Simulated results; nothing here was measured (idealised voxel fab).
The process module that follows is named voxel released beams.
The cross-section on display is named cut; it measures 245 nm wide, and its cells are 5 nm squares.
Think of the cross-section as a grid of square cells. We describe it in bands, top to bottom, and each band covers one or more rows of those cells. For a band, the entry starts with two heights in nm, that of the top and then that of the bottom, and carries on with the band's materials in order from left to right, each alongside its width in nm; the word "all across" beside a single material means it fills the band edge to edge, and "blank" means empty space. Where do heights start? At 0: under that level the wafer as delivered is made of one material only. And the lowest band has no floor; it just carries on downward, as in "0 -> down". Per-row width for "30..40": begins at first number (top row of band), ends at second number (bottom row), increment between rows held constant. You'll sometimes find "same as before" written for a step, and that's the way of saying that nowhere in the cross-section did a cell change during that step. What "Enclosed void catalog" gives you is every empty space of 8 cells or more that is cut off from the top. Each appears as width x height at distance, with the distance taken from the left edge and width, height and distance all in nm. It should be noted that, on the line of a given step, the content following the step's settings is a remark produced by the simulator itself with respect to that step. The setting "overlay nm" may be written on the line of a step. When the step uses a mask, the value reports how far to the right of the planned place the mask lay, and a negative value reports that it lay to the left.
-- The following list gives the planned process steps
1 RECEIVE,material Si
2 CONFORMAL_DEP,material SiN,thk nm 10
3 DIRECTIONAL_DEP,material SiO2,thk nm 15
4 PATTERN,tone open,mask id ANCHOR,material resist,width nm 45,thk nm 15,overlay nm 0
5 DIRECTIONAL_ETCH,etch materials SiO2,depth nm 15
6 STRIP,etch materials resist
7 CONFORMAL_DEP,material TiN,thk nm 15
8 PATTERN,tone cover,mask id BEAM,material resist,width nm 95,thk nm 15,overlay nm 0
9 DIRECTIONAL_ETCH,etch materials TiN,depth nm 15
10 STRIP,etch materials resist
11 STRIP,etch materials SiO2
-- So this is the incoming wafer in cross-section - it's already been through step 1
* 0 -> down = Si all across
* Enclosed void catalog: none
-- First of two wafers at the end of the module, shown in cross-section; run carried out as planned
* 40 -> 25 = 70 nm blank, then 20 nm TiN, then 15 nm blank, then 60 nm TiN, then 80 nm blank
* 25 -> 10 = 75 nm blank, then 45 nm TiN, then 125 nm blank
* 10 -> 0 = SiN all across
* 0 -> down = Si all across
* Enclosed void catalog: none
-- Cross-sectional view: second of two wafers, end of module; start and plan identical to the first, one mistake in running
* 40 -> 25 = 65 nm blank, then 25 nm TiN, then 15 nm blank, then 55 nm TiN, then 85 nm blank
* 25 -> 10 = 75 nm blank, then 45 nm TiN, then 125 nm blank
* 10 -> 0 = SiN all across
* 0 -> down = Si all across
* Enclosed void catalog: none
What broke from the plan during processing? heads up, step 8 didn't go per plan, it actually ran as PATTERN,tone cover,mask id BEAM,material resist,width nm 95,thk nm 15,overlay nm -5
In the final comparison it is observed that the number of cells assigned to each material is identical for the two wafers, whereas their placement is not.
